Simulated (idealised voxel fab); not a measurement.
process module | voxel capacitor over wiring
cross-section cut | 200 nm wide | cells 5 nm
A cross-section is a grid of square cells, given in bands from the top down. A band is one or more rows of cells.
Each band's line starts with the height of the band's top and of its bottom, in nm. Then come its materials from left to right, each with its width in nm. One material with "throughout" fills the band from edge to edge. "air" is empty space.
Height 0 is the level under which the wafer as received is all one material. The lowest band goes on downwards, as in "0 down".
A width such as "30 to 40" changes by the same amount from each row of cells to the next, from the band's top row to its bottom row.
"no change" after a step means that no cell of the cross-section changed.
closed voids: empty space of 8 cells or more with no open way to the top, each as width x height at its distance from the left edge, in nm
after a step's settings: what the simulator itself notes on the step
overlay nm, on a step with a mask: how far to the right of its planned place the mask lay; to the left if negative
plan
1 op RECEIVE | material Si
2 op CONFORMAL_DEP | material SiO2 | thk nm 15
3 op DIRECTIONAL_DEP | material TiN | thk nm 5
4 op DIRECTIONAL_DEP | material Ru | thk nm 15
5 op MASKED_ETCH | tone cover | mask id METAL_1 | width nm 25 | pitch nm 85 | etch materials Ru | depth nm 15 | overlay nm 0
6 op MASKED_ETCH | tone cover | mask id METAL_1 | width nm 25 | pitch nm 85 | etch materials TiN | depth nm 5 | overlay nm 0
7 op FILL_DEP | material lowk | thk nm 10
8 op CMP | height nm 35
9 op CONFORMAL_DEP | material SiCN | thk nm 5
10 op DIRECTIONAL_DEP | material lowk | thk nm 20
11 op MASKED_ETCH | tone open | mask id PLUG_1 | width nm 15 | etch materials lowk | depth nm 20 | overlay nm 0
12 op MASKED_ETCH | tone open | mask id PLUG_1 | width nm 15 | etch materials SiCN | depth nm 5 | overlay nm 0
13 op EPI | material Ru | thk nm 10
14 op EPI | material Ru | thk nm 10
15 op EPI | material Ru | thk nm 5
16 op DIRECTIONAL_DEP | material TiN | thk nm 10
17 op DIRECTIONAL_DEP | material Al2O3 | thk nm 5
18 op DIRECTIONAL_DEP | material TiN | thk nm 5
19 op PATTERN | tone cover | mask id UPPER_PLATE | material resist | width nm 65 | thk nm 15 | overlay nm 0
20 op DIRECTIONAL_ETCH | etch materials TiN | depth nm 5
21 op DIRECTIONAL_ETCH | etch materials Al2O3 | depth nm 5
22 op STRIP | etch materials resist
23 op PATTERN | tone cover | mask id LOWER_PLATE | material resist | width nm 75 | thk nm 20 | overlay nm 0
24 op DIRECTIONAL_ETCH | etch materials TiN | depth nm 10
25 op STRIP | etch materials resist
26 op FILL_DEP | material SiO2 | thk nm 15
27 op CMP | height nm 90
28 op DIRECTIONAL_DEP | material aC | thk nm 15
29 op PATTERN | tone open | mask id PLUG_2 | material resist | width nm 15 | thk nm 30 | overlay nm 0
30 op DIRECTIONAL_ETCH | etch materials aC | depth nm 15
31 op STRIP | etch materials resist
32 op DIRECTIONAL_ETCH | etch materials SiO2 | depth nm 10
33 op STRIP | etch materials aC
34 op CONFORMAL_DEP | material TiN | thk nm 5
35 op FILL_DEP | material W | thk nm 10
36 op CMP | height nm 90
37 op CONFORMAL_DEP | material SiCN | thk nm 5
as received, after step 1
  0 down: Si throughout
  closed voids: none
first wafer at the end, as planned
  95 to 90: SiCN throughout
  90 to 85: SiO2 65 | TiN 5 | W 5 | TiN 5 | SiO2 120
  85 to 75: SiO2 65 to 55 | TiN 15 to 65 | SiO2 120 to 80
  75 to 70: SiO2 55 | Al2O3 65 | SiO2 80
  70 to 60: SiO2 50 | TiN 75 | SiO2 75
  60 to 40: lowk 55 | Ru 15 | lowk 130
  40 to 35: SiCN 55 | Ru 15 | SiCN 130
  35 to 20: lowk 45 | Ru 25 | lowk 60 | Ru 25 | lowk 45
  20 to 15: lowk 45 | TiN 25 | lowk 60 | TiN 25 | lowk 45
  15 to 0: SiO2 throughout
  0 down: Si throughout
  closed voids: none
second wafer at the end: like start, like plan, one mistake
  95 to 90: SiCN throughout
  90 to 85: SiO2 65 | TiN 5 | W 5 | TiN 5 | SiO2 120
  85 to 80: SiO2 65 | TiN 15 | SiO2 120
  80 to 75: SiO2 throughout
  75 to 70: SiO2 55 | TiN 65 | SiO2 80
  70 to 60: SiO2 50 | TiN 75 | SiO2 75
  60 to 40: lowk 55 | Ru 15 | lowk 130
  40 to 35: SiCN 55 | Ru 15 | SiCN 130
  35 to 20: lowk 45 | Ru 25 | lowk 60 | Ru 25 | lowk 45
  20 to 15: lowk 45 | TiN 25 | lowk 60 | TiN 25 | lowk 45
  15 to 0: SiO2 throughout
  0 down: Si throughout
  closed voids: none
what went wrong: step 17 was left out
at the end the second wafer has, in cells: 13 fewer of Al2O3 | 13 more of SiO2
